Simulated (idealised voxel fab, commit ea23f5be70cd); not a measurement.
Process module name: voxel self aligned contacts
Section cut is 270 nm wide and gridded with 5 nm square cells.
How to read a cross-section here: the picture is a grid of square cells, written as bands going from the top down, and any band can span one or more rows of cells. Heights first: top, then bottom, in nm. Then materials, left to right, each with a width in nm. "everywhere" on a single material: fills the band edge to edge. "blank": empty space. Heads up on the height convention: 0 is the point under which the incoming wafer is all one material, and the lowest band has no bottom, it just keeps going down, like "0 down". When a width is written as two numbers, as in "30->40", the first number is the width in the top row of cells of the band and the second is the width in its bottom row, and the width changes by the same amount from each row to the next. Where a step carries "nothing got changed", the cross-section came out of it unchanged, cell for cell. Reported under the label "Closed void register" are the empty spaces having no open way to the top and comprising 8 cells or more; the notation for each is width x height at distance, in which the distance is measured from the left edge and all three values are in nm. On a step's line, text after the settings is the simulator commenting on that step. On any step carrying a mask, the "overlay nm" setting, if present on the step's line, tells how far right of its planned place the mask lay; negative values point to the left.
# Process steps - plan
1: RECEIVE, material Si
2: CONFORMAL_DEP, material SiO2, thk nm 5
3: DIRECTIONAL_DEP, material polySi, thk nm 20
4: DIRECTIONAL_DEP, material SiN, thk nm 20
5: DIRECTIONAL_DEP, material aC, thk nm 15
6: PATTERN, tone cover, mask id GATE, material resist, width nm 25, pitch nm 65, thk nm 30, overlay nm 0
7: DIRECTIONAL_ETCH, etch materials aC, depth nm 15
8: STRIP, etch materials resist
9: DIRECTIONAL_ETCH, etch materials SiN, depth nm 20
10: DIRECTIONAL_ETCH, etch materials polySi, depth nm 20
11: STRIP, etch materials aC
12: CONFORMAL_DEP, material SiN, thk nm 10
13: DIRECTIONAL_ETCH, etch materials SiN, depth nm 10
14: FILL_DEP, material SiO2, thk nm 15
15: CMP, height nm 55
16: MASKED_ETCH, tone open, mask id CONTACT, width nm 50, pitch nm 65, etch materials SiO2, depth nm 55, overlay nm 0
17: CONFORMAL_DEP, material TiN, thk nm 5
18: FILL_DEP, material W, thk nm 5
19: CMP, height nm 55
20: CONFORMAL_DEP, material SiCN, thk nm 5
# The first of two wafers, run as planned
# Received-state cross-section, reflecting completion of step 1
- 0 down  Si everywhere
- Closed void register: none
# Cross-section: wafer state after step 2
- 5 to 0  SiO2 everywhere
- Everything under 0 stays put, no change at all.
# Cross-section: wafer state after step 3
- 25 to 5  polySi everywhere
- Everything under 5 stays put, no change at all.
# Cross-section: wafer state after step 4
- 45 to 25  SiN everywhere
- Everything under 25 stays put, no change at all.
# Cross-section: wafer state after step 5
- 60 to 45  aC everywhere
- Everything under 45 stays put, no change at all.
# Cross-section: wafer state after step 6
- 90 to 60  blank 55 nm, then resist 25 nm, then blank 40 nm, then resist 25 nm, then blank 40 nm, then resist 25 nm, then blank 60 nm
- Everything under 60 stays put, no change at all.
# Cross-section: wafer state after step 7
- 75 to 60  blank 55 nm, then resist 25 nm, then blank 40 nm, then resist 25 nm, then blank 40 nm, then resist 25 nm, then blank 60 nm
- 60 to 45  blank 55 nm, then aC 25 nm, then blank 40 nm, then aC 25 nm, then blank 40 nm, then aC 25 nm, then blank 60 nm
- Everything under 45 stays put, no change at all.
# Cross-section: wafer state after step 8
- 60 to 45  blank 55 nm, then aC 25 nm, then blank 40 nm, then aC 25 nm, then blank 40 nm, then aC 25 nm, then blank 60 nm
- Everything under 45 stays put, no change at all.
# Cross-section: wafer state after step 9
- 60 to 45  blank 55 nm, then aC 25 nm, then blank 40 nm, then aC 25 nm, then blank 40 nm, then aC 25 nm, then blank 60 nm
- 45 to 25  blank 55 nm, then SiN 25 nm, then blank 40 nm, then SiN 25 nm, then blank 40 nm, then SiN 25 nm, then blank 60 nm
- Everything under 25 stays put, no change at all.
# Cross-section: wafer state after step 10
- 60 to 45  blank 55 nm, then aC 25 nm, then blank 40 nm, then aC 25 nm, then blank 40 nm, then aC 25 nm, then blank 60 nm
- 45 to 25  blank 55 nm, then SiN 25 nm, then blank 40 nm, then SiN 25 nm, then blank 40 nm, then SiN 25 nm, then blank 60 nm
- 25 to 5  blank 55 nm, then polySi 25 nm, then blank 40 nm, then polySi 25 nm, then blank 40 nm, then polySi 25 nm, then blank 60 nm
- Everything under 5 stays put, no change at all.
# Cross-section: wafer state after step 11
- 45 to 25  blank 55 nm, then SiN 25 nm, then blank 40 nm, then SiN 25 nm, then blank 40 nm, then SiN 25 nm, then blank 60 nm
- Everything under 25 stays put, no change at all.
# Cross-section: wafer state after step 12
- 55 to 25  blank 45 nm, then SiN 45 nm, then blank 20 nm, then SiN 45 nm, then blank 20 nm, then SiN 45 nm, then blank 50 nm
- 25 to 15  blank 45 nm, then SiN 10 nm, then polySi 25 nm, then SiN 10 nm, then blank 20 nm, then SiN 10 nm, then polySi 25 nm, then SiN 10 nm, then blank 20 nm, then SiN 10 nm, then polySi 25 nm, then SiN 10 nm, then blank 50 nm
- 15 to 5  SiN 55 nm, then polySi 25 nm, then SiN 40 nm, then polySi 25 nm, then SiN 40 nm, then polySi 25 nm, then SiN 60 nm
- Everything under 5 stays put, no change at all.
# Cross-section: wafer state after step 13
- 45 to 25  blank 45 nm, then SiN 45 nm, then blank 20 nm, then SiN 45 nm, then blank 20 nm, then SiN 45 nm, then blank 50 nm
- 25 to 5  blank 45 nm, then SiN 10 nm, then polySi 25 nm, then SiN 10 nm, then blank 20 nm, then SiN 10 nm, then polySi 25 nm, then SiN 10 nm, then blank 20 nm, then SiN 10 nm, then polySi 25 nm, then SiN 10 nm, then blank 50 nm
- Everything under 5 stays put, no change at all.
# Cross-section: wafer state after step 14
- 60 to 45  SiO2 everywhere
- 45 to 25  SiO2 45 nm, then SiN 45 nm, then SiO2 20 nm, then SiN 45 nm, then SiO2 20 nm, then SiN 45 nm, then SiO2 50 nm
- 25 to 5  SiO2 45 nm, then SiN 10 nm, then polySi 25 nm, then SiN 10 nm, then SiO2 20 nm, then SiN 10 nm, then polySi 25 nm, then SiN 10 nm, then SiO2 20 nm, then SiN 10 nm, then polySi 25 nm, then SiN 10 nm, then SiO2 50 nm
- Everything under 5 stays put, no change at all.
# Cross-section: wafer state after step 15
- 55 to 45  SiO2 everywhere
- Everything under 45 stays put, no change at all.
# Cross-section: wafer state after step 16
- 55 to 45  SiO2 75 nm, then blank 50 nm, then SiO2 15 nm, then blank 50 nm, then SiO2 80 nm
- 45 to 25  SiO2 45 nm, then SiN 45 nm, then blank 20 nm, then SiN 45 nm, then blank 20 nm, then SiN 45 nm, then SiO2 50 nm
- 25 to 5  SiO2 45 nm, then SiN 10 nm, then polySi 25 nm, then SiN 10 nm, then blank 20 nm, then SiN 10 nm, then polySi 25 nm, then SiN 10 nm, then blank 20 nm, then SiN 10 nm, then polySi 25 nm, then SiN 10 nm, then SiO2 50 nm
- 5 to 0  SiO2 90 nm, then blank 20 nm, then SiO2 45 nm, then blank 20 nm, then SiO2 95 nm
- Everything under 0 stays put, no change at all.
# Cross-section: wafer state after step 17
- 60 to 55  TiN 80 nm, then blank 40 nm, then TiN 25 nm, then blank 40 nm, then TiN 85 nm
- 55 to 45  SiO2 75 nm, then TiN 5->20 nm, then blank 40->10 nm, then TiN 5->20 nm, then SiO2 15 nm, then TiN 5->20 nm, then blank 40->10 nm, then TiN 5->20 nm, then SiO2 80 nm
- 45 to 25  SiO2 45 nm, then SiN 45 nm, then TiN 5 nm, then blank 10 nm, then TiN 5 nm, then SiN 45 nm, then TiN 5 nm, then blank 10 nm, then TiN 5 nm, then SiN 45 nm, then SiO2 50 nm
- 25 to 5  SiO2 45 nm, then SiN 10 nm, then polySi 25 nm, then SiN 10 nm, then TiN 5 nm, then blank 10 nm, then TiN 5 nm, then SiN 10 nm, then polySi 25 nm, then SiN 10 nm, then TiN 5 nm, then blank 10 nm, then TiN 5 nm, then SiN 10 nm, then polySi 25 nm, then SiN 10 nm, then SiO2 50 nm
- 5 to 0  SiO2 90 nm, then TiN 20 nm, then SiO2 45 nm, then TiN 20 nm, then SiO2 95 nm
- Everything under 0 stays put, no change at all.
# Cross-section: wafer state after step 18
- 65 to 60  W everywhere
- 60 to 55  TiN 80 nm, then W 40 nm, then TiN 25 nm, then W 40 nm, then TiN 85 nm
- 55 to 45  SiO2 75 nm, then TiN 5->20 nm, then W 40->10 nm, then TiN 5->20 nm, then SiO2 15 nm, then TiN 5->20 nm, then W 40->10 nm, then TiN 5->20 nm, then SiO2 80 nm
- 45 to 25  SiO2 45 nm, then SiN 45 nm, then TiN 5 nm, then W 10 nm, then TiN 5 nm, then SiN 45 nm, then TiN 5 nm, then W 10 nm, then TiN 5 nm, then SiN 45 nm, then SiO2 50 nm
- 25 to 5  SiO2 45 nm, then SiN 10 nm, then polySi 25 nm, then SiN 10 nm, then TiN 5 nm, then W 10 nm, then TiN 5 nm, then SiN 10 nm, then polySi 25 nm, then SiN 10 nm, then TiN 5 nm, then W 10 nm, then TiN 5 nm, then SiN 10 nm, then polySi 25 nm, then SiN 10 nm, then SiO2 50 nm
- Everything under 5 stays put, no change at all.
# Cross-section: wafer state after step 19
- 55 to 45  SiO2 75 nm, then TiN 5->20 nm, then W 40->10 nm, then TiN 5->20 nm, then SiO2 15 nm, then TiN 5->20 nm, then W 40->10 nm, then TiN 5->20 nm, then SiO2 80 nm
- Everything under 45 stays put, no change at all.
# Cross-section: wafer state after step 20
- 60 to 55  SiCN everywhere
- Everything under 55 stays put, no change at all.
# second wafer: like start, like plan, one mistake. Through step 15 it matches the first wafer
# What the second wafer looks like in cross-section when step 16 should have wrapped up
- 55 to 45  SiO2 65 nm, then blank 50 nm, then SiO2 15 nm, then blank 50 nm, then SiO2 90 nm
- 45 to 25  SiO2 45 nm, then SiN 45 nm, then blank 20 nm, then SiN 45 nm, then blank 20 nm, then SiN 45 nm, then SiO2 50 nm
- 25 to 5  SiO2 45 nm, then SiN 10 nm, then polySi 25 nm, then SiN 10 nm, then blank 20 nm, then SiN 10 nm, then polySi 25 nm, then SiN 10 nm, then blank 20 nm, then SiN 10 nm, then polySi 25 nm, then SiN 10 nm, then SiO2 50 nm
- 5 to 0  SiO2 90 nm, then blank 20 nm, then SiO2 45 nm, then blank 20 nm, then SiO2 95 nm
- Everything under 0 stays put, no change at all.
# What the second wafer looks like in cross-section when step 17 should have wrapped up
- 60 to 55  TiN 70 nm, then blank 40 nm, then TiN 25 nm, then blank 40 nm, then TiN 95 nm
- 55 to 45  SiO2 65 nm, then TiN 5->30 nm, then blank 40->10 nm, then TiN 5->10 nm, then SiO2 15 nm, then TiN 5->30 nm, then blank 40->10 nm, then TiN 5->10 nm, then SiO2 90 nm
- 45 to 25  SiO2 45 nm, then SiN 45 nm, then TiN 5 nm, then blank 10 nm, then TiN 5 nm, then SiN 45 nm, then TiN 5 nm, then blank 10 nm, then TiN 5 nm, then SiN 45 nm, then SiO2 50 nm
- 25 to 5  SiO2 45 nm, then SiN 10 nm, then polySi 25 nm, then SiN 10 nm, then TiN 5 nm, then blank 10 nm, then TiN 5 nm, then SiN 10 nm, then polySi 25 nm, then SiN 10 nm, then TiN 5 nm, then blank 10 nm, then TiN 5 nm, then SiN 10 nm, then polySi 25 nm, then SiN 10 nm, then SiO2 50 nm
- 5 to 0  SiO2 90 nm, then TiN 20 nm, then SiO2 45 nm, then TiN 20 nm, then SiO2 95 nm
- Everything under 0 stays put, no change at all.
# What the second wafer looks like in cross-section when step 18 should have wrapped up
- 65 to 60  W everywhere
- 60 to 55  TiN 70 nm, then W 40 nm, then TiN 25 nm, then W 40 nm, then TiN 95 nm
- 55 to 45  SiO2 65 nm, then TiN 5->30 nm, then W 40->10 nm, then TiN 5->10 nm, then SiO2 15 nm, then TiN 5->30 nm, then W 40->10 nm, then TiN 5->10 nm, then SiO2 90 nm
- 45 to 25  SiO2 45 nm, then SiN 45 nm, then TiN 5 nm, then W 10 nm, then TiN 5 nm, then SiN 45 nm, then TiN 5 nm, then W 10 nm, then TiN 5 nm, then SiN 45 nm, then SiO2 50 nm
- 25 to 5  SiO2 45 nm, then SiN 10 nm, then polySi 25 nm, then SiN 10 nm, then TiN 5 nm, then W 10 nm, then TiN 5 nm, then SiN 10 nm, then polySi 25 nm, then SiN 10 nm, then TiN 5 nm, then W 10 nm, then TiN 5 nm, then SiN 10 nm, then polySi 25 nm, then SiN 10 nm, then SiO2 50 nm
- Everything under 5 stays put, no change at all.
# What the second wafer looks like in cross-section when step 19 should have wrapped up
- 55 to 45  SiO2 65 nm, then TiN 5->30 nm, then W 40->10 nm, then TiN 5->10 nm, then SiO2 15 nm, then TiN 5->30 nm, then W 40->10 nm, then TiN 5->10 nm, then SiO2 90 nm
- Everything under 45 stays put, no change at all.
# What the second wafer looks like in cross-section when step 20 should have wrapped up
- 60 to 55  SiCN everywhere
- Everything under 55 stays put, no change at all.
Against the plan, the run slipped here: not per plan at step 16, really ran MASKED_ETCH, tone open, mask id CONTACT, width nm 50, pitch nm 65, etch materials SiO2, depth nm 55, overlay nm -10
The concluding comparison shows that, measured in cells, each material is equally abundant on both wafers, albeit at different positions.
